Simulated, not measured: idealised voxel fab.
process module | voxel capacitor over wiring
cross-section cut | 280 nm wide | cells 5 nm
A cross-section is a grid of square cells, given in bands from the top down. A band is one or more rows of cells.
Each band's line starts with the height of the band's top and of its bottom, in nm. Then come its materials from left to right, each with its width in nm. One material with "throughout" fills the band from edge to edge. "air" is empty space.
Height 0 is the level under which the wafer as received is all one material. The lowest band goes on downwards, as in "0 down".
A width such as "30 to 40" changes by the same amount from each row of cells to the next, from the band's top row to its bottom row.
"no change" after a step means that no cell of the cross-section changed.
closed voids: empty space of 8 cells or more with no open way to the top, each as width x height at its distance from the left edge, in nm
after a step's settings: what the simulator itself notes on the step
overlay nm, on a step with a mask: how far to the right of its planned place the mask lay; to the left if negative
plan
1 op RECEIVE | material Si
2 op CONFORMAL_DEP | material SiO2 | thk nm 15
3 op DIRECTIONAL_DEP | material TiN | thk nm 5
4 op DIRECTIONAL_DEP | material W | thk nm 20
5 op DIRECTIONAL_DEP | material aC | thk nm 10
6 op PATTERN | tone cover | mask id METAL_1 | material resist | width nm 30 | pitch nm 100 | thk nm 30 | overlay nm 0
7 op DIRECTIONAL_ETCH | etch materials aC | depth nm 10
8 op STRIP | etch materials resist
9 op DIRECTIONAL_ETCH | etch materials W | depth nm 20
10 op DIRECTIONAL_ETCH | etch materials TiN | depth nm 5
11 op STRIP | etch materials aC
12 op FILL_DEP | material SiO2 | thk nm 5
13 op CMP | height nm 40
14 op CONFORMAL_DEP | material SiCN | thk nm 5
15 op DIRECTIONAL_DEP | material SiO2 | thk nm 20
16 op PATTERN | tone open | mask id PLUG_1 | material resist | width nm 15 | thk nm 15 | overlay nm 0
17 op DIRECTIONAL_ETCH | etch materials SiO2 | depth nm 20
18 op DIRECTIONAL_ETCH | etch materials SiCN | depth nm 5
19 op STRIP | etch materials resist
20 op CONFORMAL_DEP | material TiN | thk nm 5
21 op FILL_DEP | material Cu | thk nm 5
22 op CMP | height nm 65
23 op DIRECTIONAL_DEP | material TiN | thk nm 10
24 op DIRECTIONAL_DEP | material HfO2 | thk nm 5
25 op DIRECTIONAL_DEP | material TiN | thk nm 5
26 op DIRECTIONAL_DEP | material aC | thk nm 15
27 op PATTERN | tone cover | mask id UPPER_PLATE | material resist | width nm 75 | thk nm 30 | overlay nm 0
28 op DIRECTIONAL_ETCH | etch materials aC | depth nm 15
29 op STRIP | etch materials resist
30 op DIRECTIONAL_ETCH | etch materials TiN | depth nm 5
31 op DIRECTIONAL_ETCH | etch materials HfO2 | depth nm 5
32 op STRIP | etch materials aC
33 op MASKED_ETCH | tone cover | mask id LOWER_PLATE | width nm 85 | etch materials TiN | depth nm 10 | overlay nm 0
34 op FILL_DEP | material SiO2 | thk nm 20
35 op CMP | height nm 100
36 op DIRECTIONAL_DEP | material aC | thk nm 15
37 op PATTERN | tone open | mask id PLUG_2 | material resist | width nm 15 | thk nm 35 | overlay nm 0
38 op DIRECTIONAL_ETCH | etch materials aC | depth nm 15
39 op STRIP | etch materials resist
40 op DIRECTIONAL_ETCH | etch materials SiO2 | depth nm 15
41 op STRIP | etch materials aC
42 op CONFORMAL_DEP | material TiN | thk nm 5
43 op FILL_DEP | material Ru | thk nm 10
44 op CMP | height nm 100
45 op CONFORMAL_DEP | material SiCN | thk nm 5
as received, after step 1
  0 down: Si throughout
  closed voids: none
first wafer at the end, as planned
  105 to 100: SiCN throughout
  100 to 90: SiO2 100 | TiN 5 | Ru 5 | TiN 5 | SiO2 165
  90 to 80: SiO2 100 to 90 | TiN 15 to 75 | SiO2 165 to 115
  80 to 75: SiO2 90 | HfO2 75 | SiO2 115
  75 to 65: SiO2 85 | TiN 85 | SiO2 110
  65 to 45: SiO2 90 | TiN 5 | Cu 5 | TiN 5 | SiO2 175
  45 to 40: SiCN 90 | TiN 15 | SiCN 175
  40 to 20: SiO2 75 | W 30 | SiO2 70 | W 30 | SiO2 75
  20 to 15: SiO2 75 | TiN 30 | SiO2 70 | TiN 30 | SiO2 75
  15 to 0: SiO2 throughout
  0 down: Si throughout
  closed voids: none
second wafer at the end: like start, like plan, one mistake
  105 to 100: SiCN throughout
  100 to 90: SiO2 100 | TiN 5 | Ru 5 | TiN 5 | SiO2 165
  90 to 85: SiO2 100 | TiN 15 | SiO2 165
  85 to 80: SiO2 90 | HfO2 75 | SiO2 115
  80 to 70: SiO2 85 | TiN 85 | SiO2 110
  70 to 65: TiN throughout
  65 to 45: SiO2 90 | TiN 5 | Cu 5 | TiN 5 | SiO2 175
  45 to 40: SiCN 90 | TiN 15 | SiCN 175
  40 to 20: SiO2 75 | W 30 | SiO2 70 | W 30 | SiO2 75
  20 to 15: SiO2 75 | TiN 30 | SiO2 70 | TiN 30 | SiO2 75
  15 to 0: SiO2 throughout
  0 down: Si throughout
  closed voids: none
what went wrong: steps 24 and 25 were swapped
at the end the second wafer has, in cells: 41 fewer of SiO2 | 41 more of TiN
